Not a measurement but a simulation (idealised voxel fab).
voxel gate over fins: a process module
We display cut, a cross-section 215 nm in width whose square cells are each 5 nm.
A cross-section is a grid of square cells, given in bands from the top down. A band is one or more rows of cells.
Basically the band line says how high the top is and how high the bottom is, in nm, and then what's in it from left to right, every material with its width in nm. Empty space shows up as "air", and if a single material carries "full width" it runs the full band edge to edge.
Measure heights from 0. That's the level where, below it, the as-received wafer is all one material. The lowest band is bottomless and extends downward; write it as in "from 0 down".
The expression "30 to 40" gives the width at the extremes of the band, the first number at its top row of cells and the second at its bottom row, with the width changing by equal amounts from each row to the next in between.
A step reported as "same as before" is a step in which no cell of the cross-section changed.
In the "Enclosed internal voids" entry, you get each enclosed empty space of 8 cells or more, one with no open way to the top, written width x height at distance, distance from the left edge, in nm.
If you see something after the settings on a step's line, that's the simulator's own remark about that step.
The line of a step may include "overlay nm". On a step with a mask, this value is how far to the right of its planned place the mask lay. A negative value means the mask lay to the left.

### plan
1 RECEIVE [material Si]
2 CONFORMAL_DEP [material SiN] [thk nm 10]
3 DIRECTIONAL_DEP [material aC] [thk nm 10]
4 PATTERN [tone cover] [mask id FINS] [material resist] [width nm 15] [pitch nm 35] [thk nm 30] [overlay nm 0]
5 DIRECTIONAL_ETCH [etch materials aC] [depth nm 10]
6 STRIP [etch materials resist]
7 DIRECTIONAL_ETCH [etch materials SiN] [depth nm 10]
8 DIRECTIONAL_ETCH [etch materials Si] [depth nm 35]
9 STRIP [etch materials aC]
10 FILL_DEP [material SiO2] [thk nm 15]
11 CMP [height nm 10]
12 SELECTIVE_ETCH [etch materials SiO2] [depth nm 20]
13 STRIP [etch materials SiN]
14 CONFORMAL_DEP [material HfO2] [thk nm 5]
15 CONFORMAL_DEP [material TiN] [thk nm 5]
16 CONFORMAL_DEP [material TiAl] [thk nm 5]
17 CONFORMAL_DEP [material TiN] [thk nm 5]
18 FILL_DEP [material W] [thk nm 10]
19 CMP [height nm 25]
20 CONFORMAL_DEP [material SiN] [thk nm 10]

### Step 1 complete: cross-section of the wafer as received
    from 0 down  Si full width
    Enclosed internal voids: none

### End-of-module cross-section. Starting structure and process plan as above; one mistake made in running it
    from 35 to 25  SiN full width
    from 25 to 20  TiN full width
    from 20 to 15  TiAl full width
    from 15 to 10  TiN full width
    from 10 to 5  85 of HfO2; 5 of TiN; 30 of HfO2; 5 of TiN; 90 of HfO2
    from 5 to 0  80 of SiO2; 15 of HfO2; 20 of SiO2; 15 of HfO2; 85 of SiO2
    from 0 to -35  80 of SiO2; 15 of Si; 20 of SiO2; 15 of Si; 85 of SiO2
    from -35 down  Si full width
    Enclosed internal voids: none
Deviation from plan: step 11 was dropped from the plan's execution and never run
